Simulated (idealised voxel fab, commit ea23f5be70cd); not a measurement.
Presented below is a process module, voxel transistor to metal.
Section shown: cut. Width: 160 nm. Cell size: 5 nm, square.
We lay out every cross-section as a grid of square cells and spell it out in bands from the top down, where one band means one or more rows of cells. Top, bottom (nm), then materials left to right with widths (nm); lone material tagged "everywhere" fills the whole band edge to edge; "empty" = empty space. Heights are measured from 0, the level below which the as-received wafer is all one material; the lowest band has no bottom and continues downward, written as in "from 0 down". A two-number width, for instance "30..40", indicates that the width is equal to the first number in the top row of the band and to the second number in the bottom row, and that it changes by a constant amount per row of cells. For the purposes of this document, the phrase "no modifications" attached to a step denotes that no cell within the cross-section was modified by that step. The label "Closed void catalog" introduces a list of the empty spaces, 8 cells or larger, that have no open way up to the top; each entry in it reads width x height at distance, where the distance is taken from the left edge and all three are stated in nm. Past the settings on a step's line: simulator remark, on that step. overlay nm: for a step with a mask, the amount by which the mask lay right of where it was planned; a negative amount means left of it.

Planned process steps
step 1: RECEIVE: material Si
step 2: OXIDIZE: depth nm 5
step 3: CONFORMAL_DEP: material SiN, thk nm 10
step 4: MASKED_ETCH: tone cover, mask id ACTIVE, width nm 110, etch materials SiN, depth nm 10, overlay nm 0
step 5: MASKED_ETCH: tone cover, mask id ACTIVE, width nm 110, etch materials SiO2, depth nm 5, overlay nm 0
step 6: MASKED_ETCH: tone cover, mask id ACTIVE, width nm 110, etch materials Si, depth nm 25, overlay nm 0
step 7: FILL_DEP: material SiO2, thk nm 5
step 8: CMP: height nm 10
step 9: SELECTIVE_ETCH: etch materials SiO2, depth nm 5
step 10: STRIP: etch materials SiN
step 11: SELECTIVE_ETCH: etch materials SiO2, depth nm 5
step 12: OXIDIZE: depth nm 5
step 13: DIRECTIONAL_DEP: material polySi, thk nm 20
step 14: DIRECTIONAL_DEP: material SiCN, thk nm 15
step 15: PATTERN: tone cover, mask id GATE, material resist, width nm 30, thk nm 15, overlay nm 0
step 16: DIRECTIONAL_ETCH: etch materials SiCN, depth nm 25
step 17: DIRECTIONAL_ETCH: etch materials polySi, depth nm 30
step 18: STRIP: etch materials resist
step 19: CONFORMAL_DEP: material SiO2, thk nm 5
step 20: DIRECTIONAL_ETCH: etch materials SiO2, depth nm 5
step 21: CONFORMAL_DEP: material SiN, thk nm 10
step 22: DIRECTIONAL_ETCH: etch materials SiN, depth nm 10
step 23: DIRECTIONAL_ETCH: etch materials SiO2, depth nm 5
step 24: EPI: material nSi, thk nm 5
step 25: FILL_DEP: material SiO2, thk nm 5
step 26: CMP: height nm 15
step 27: STRIP: etch materials polySi
step 28: SELECTIVE_ETCH: etch materials SiO2, depth nm 5
step 29: CONFORMAL_DEP: material HfO2, thk nm 5
step 30: CONFORMAL_DEP: material TiN, thk nm 5
step 31: FILL_DEP: material W, thk nm 5
step 32: CMP: height nm 10
step 33: DIRECTIONAL_DEP: material SiO2, thk nm 10
step 34: MASKED_ETCH: tone open, mask id CONTACT, width nm 20, pitch nm 80, etch materials SiO2, depth nm 25, overlay nm 0
step 35: CONFORMAL_DEP: material TiN, thk nm 5
step 36: FILL_DEP: material W, thk nm 10
step 37: CMP: height nm 20
step 38: DIRECTIONAL_DEP: material TiN, thk nm 5
step 39: DIRECTIONAL_DEP: material W, thk nm 25
step 40: MASKED_ETCH: tone cover, mask id METAL_1, width nm 20, pitch nm 80, etch materials W, depth nm 25, overlay nm 0
step 41: MASKED_ETCH: tone cover, mask id METAL_1, width nm 20, pitch nm 80, etch materials TiN, depth nm 5, overlay nm 0
step 42: CONFORMAL_DEP: material SiCN, thk nm 5
step 43: FILL_DEP: material lowk, thk nm 10
step 44: CMP: height nm 50
step 45: CONFORMAL_DEP: material SiCN, thk nm 5

Cross-section of the wafer at receipt, which is the condition after step 1
> from 0 down  Si everywhere
> Closed void catalog: none

End-of-module XS, first of two wafers, run as planned
> from 55 to 50  SiCN everywhere
> from 50 to 25  25 lowk  5 SiCN  20 W  5 SiCN  50 lowk  5 SiCN  20 W  5 SiCN  25 lowk
> from 25 to 20  30 SiCN  20 TiN  60 SiCN  20 TiN  30 SiCN
> from 20 to 10  30 SiO2  5 TiN  10 W  5 TiN  60 SiO2  5 TiN  10 W  5 TiN  30 SiO2
> from 10 to 0  30 SiO2  5..10 TiN  10..5 W  5 TiN  10 SiN  5 HfO2  5 TiN  20 W  5 TiN  5 HfO2  10 SiN  5 TiN  10..5 W  5..10 TiN  30 SiO2
> from 0 to -5  25 SiO2  10 SiN  15 TiN  10 SiN  5 HfO2  30 TiN  5 HfO2  10 SiN  15 TiN  10 SiN  25 SiO2
> from -5 to -10  35 SiO2  15 nSi  10 SiO2  40 HfO2  10 SiO2  15 nSi  35 SiO2
> from -10 to -30  25 SiO2  110 Si  25 SiO2
> from -30 down  Si everywhere
> Closed void catalog: none

Second wafer cross-section at end of module - shared start and plan with the first, one mistake in the run
> from 55 to 50  SiCN everywhere
> from 50 to 25  25 lowk  5 SiCN  20 W  5 SiCN  50 lowk  5 SiCN  20 W  5 SiCN  25 lowk
> from 25 to 20  30 SiCN  20 TiN  60 SiCN  20 TiN  30 SiCN
> from 20 to 10  30 SiO2  5 TiN  10 W  5 TiN  60 SiO2  5 TiN  10 W  5 TiN  30 SiO2
> from 10 to 0  30 SiO2  5 TiN  10 W  5 TiN  10 SiO2  5 HfO2  5 TiN  20 W  5 TiN  5 HfO2  10 SiO2  5 TiN  10 W  5 TiN  30 SiO2
> from 0 to -5  30 SiO2  20 TiN  10 SiO2  5 HfO2  30 TiN  5 HfO2  10 SiO2  20 TiN  30 SiO2
> from -5 to -10  25 SiO2  35 nSi  40 HfO2  35 nSi  25 SiO2
> from -10 to -30  25 SiO2  110 Si  25 SiO2
> from -30 down  Si everywhere
> Closed void catalog: none
Which mistake was made when the wafer was run? heads up, step 21 of the plan was skipped and never actually ran
Final tally in cells, some materials are higher or lower on the second wafer than on the first: 16 fewer of SiN; 6 more of SiO2; 2 more of W; 8 more of nSi
